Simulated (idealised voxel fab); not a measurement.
Process module name: voxel wiring stack
This is section cut - it's 185 nm across, gridded in 5 nm square cells.
Cross-section = grid of square cells, listed top down in bands; band = one or more rows.
Top height, bottom height, nm. Materials left to right, width each, nm. Single material + "throughout" = fills band edge to edge. "air" = empty.
It should be noted that heights are counted from 0, beneath which the wafer as supplied is of one material throughout, and that the lowest band possesses no lower boundary but continues downward, as written in "z 0 and below".
You'd read "30..40" like this: the band's top row of cells is as wide as the first number, its bottom row is as wide as the second, and going down, every row changes width by the same amount as the row before did.
Where a step carries "nothing altered", the cross-section came out of it unchanged, cell for cell.
"Closed void catalog" lists enclosed empty spaces (at least 8 cells, no open path upward to the top), each as width x height at distance from the left edge, in nm.
Post-settings text on a step line: simulator's own remark regarding the step.
"overlay nm" denotes, for a step that has a mask, the displacement of the mask to the right of its planned place, with negative values corresponding to the left.
-- The process steps that were planned are listed below
1 RECEIVE, material Si
2 CONFORMAL_DEP, material SiO2, thk nm 10
3 CONFORMAL_DEP, material SiCN, thk nm 5
4 DIRECTIONAL_DEP, material SiO2, thk nm 20
5 DIRECTIONAL_DEP, material aC, thk nm 15
6 PATTERN, tone open, mask id METAL_1, material resist, width nm 30, pitch nm 50, thk nm 35, overlay nm 0
7 DIRECTIONAL_ETCH, etch materials aC, depth nm 15
8 STRIP, etch materials resist
9 DIRECTIONAL_ETCH, etch materials SiO2, depth nm 20
10 DIRECTIONAL_ETCH, etch materials SiCN, depth nm 5
11 STRIP, etch materials aC
12 CONFORMAL_DEP, material TiN, thk nm 5
13 FILL_DEP, material Ru, thk nm 5
14 CMP, height nm 35
15 CONFORMAL_DEP, material SiCN, thk nm 5
16 DIRECTIONAL_DEP, material lowk, thk nm 35
17 PATTERN, tone open, mask id METAL_2, material resist, width nm 30, pitch nm 50, thk nm 20, overlay nm 0
18 DIRECTIONAL_ETCH, etch materials lowk, depth nm 20
19 STRIP, etch materials resist
20 PATTERN, tone open, mask id METAL_2_HOLES, material resist, width nm 15, pitch nm 50, thk nm 15, overlay nm 0
21 DIRECTIONAL_ETCH, etch materials lowk, depth nm 15
22 DIRECTIONAL_ETCH, etch materials SiCN, depth nm 5
23 STRIP, etch materials resist
24 CONFORMAL_DEP, material TiN, thk nm 5
25 FILL_DEP, material Cu, thk nm 5
26 CMP, height nm 75
27 CONFORMAL_DEP, material SiN, thk nm 5
-- Received-state cross-section, reflecting completion of step 1
z 0 and below  Si throughout
Closed void catalog: none
-- This is how the wafer looks in cross-section once the module is done, given the starting state and plan above and one mistake in carrying the plan out
z 80 to 75  SiN throughout
z 75 to 60  lowk=50  TiN=5  Cu=20  TiN=5  lowk=20  TiN=5  Cu=20  TiN=5  lowk=55
z 60 to 55  lowk=50  TiN=5  Cu=5  TiN=20  lowk=20  TiN=5  Cu=5  TiN=20  lowk=55
z 55 to 40  lowk=50  TiN=5  Cu=5  TiN=5  lowk=35  TiN=5  Cu=5  TiN=5  lowk=70
z 40 to 35  SiCN=50  TiN=15  SiCN=35  TiN=15  SiCN=70
z 35 to 30  TiN=55  Ru=20  TiN=30  Ru=20  TiN=60
z 30 to 15  SiO2=50  TiN=5  Ru=20  TiN=5  SiO2=20  TiN=5  Ru=20  TiN=5  SiO2=55
z 15 to 10  SiO2=50  TiN=30  SiO2=20  TiN=30  SiO2=55
z 10 to 0  SiO2 throughout
z 0 and below  Si throughout
Closed void catalog: none
Want to know what went wrong? step 3 of the plan: omitted, not performed
